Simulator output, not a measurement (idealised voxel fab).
process module | voxel fin reveal
cross-section cut | 220 nm wide | cells 5 nm
A cross-section is a grid of square cells, given in bands from the top down. A band is one or more rows of cells.
Each band's line starts with the height of the band's top and of its bottom, in nm. Then come its materials from left to right, each with its width in nm. One material with "throughout" fills the band from edge to edge. "air" is empty space.
Height 0 is the level under which the wafer as received is all one material. The lowest band goes on downwards, as in "0 down".
A width such as "30 to 40" changes by the same amount from each row of cells to the next, from the band's top row to its bottom row.
"no change" after a step means that no cell of the cross-section changed.
closed voids: empty space of 8 cells or more with no open way to the top, each as width x height at its distance from the left edge, in nm
after a step's settings: what the simulator itself notes on the step
overlay nm, on a step with a mask: how far to the right of its planned place the mask lay; to the left if negative
plan
1 op RECEIVE | material Si
2 op CONFORMAL_DEP | material SiN | thk nm 10
3 op MASKED_ETCH | tone cover | mask id FINS | width nm 15 | pitch nm 40 | etch materials SiN | depth nm 10 | overlay nm 0
4 op MASKED_ETCH | tone cover | mask id FINS | width nm 15 | pitch nm 40 | etch materials Si | depth nm 40 | overlay nm 0
5 op OXIDIZE | depth nm 5
6 op FILL_DEP | material SiO2 | thk nm 5
7 op CMP | height nm 10
8 op SELECTIVE_ETCH | etch materials SiO2 | depth nm 40
9 op STRIP | etch materials SiN
as received, after step 1
  0 down: Si throughout
  closed voids: none
first wafer at the end, as planned
  0 to -30: air 45 | Si 5 | air 35 | Si 5 | air 35 | Si 5 | air 35 | Si 5 | air 50
  -30 to -45: SiO2 45 | Si 5 | SiO2 35 | Si 5 | SiO2 35 | Si 5 | SiO2 35 | Si 5 | SiO2 50
  -45 down: Si throughout
  closed voids: none
second wafer at the end: like start, like plan, one mistake
  0 to -45: air 45 | Si 5 | air 35 | Si 5 | air 35 | Si 5 | air 35 | Si 5 | air 50
  -45 down: Si throughout
  closed voids: none
what went wrong: step 8 was run twice
at the end the second wafer has, in cells: 120 fewer of SiO2
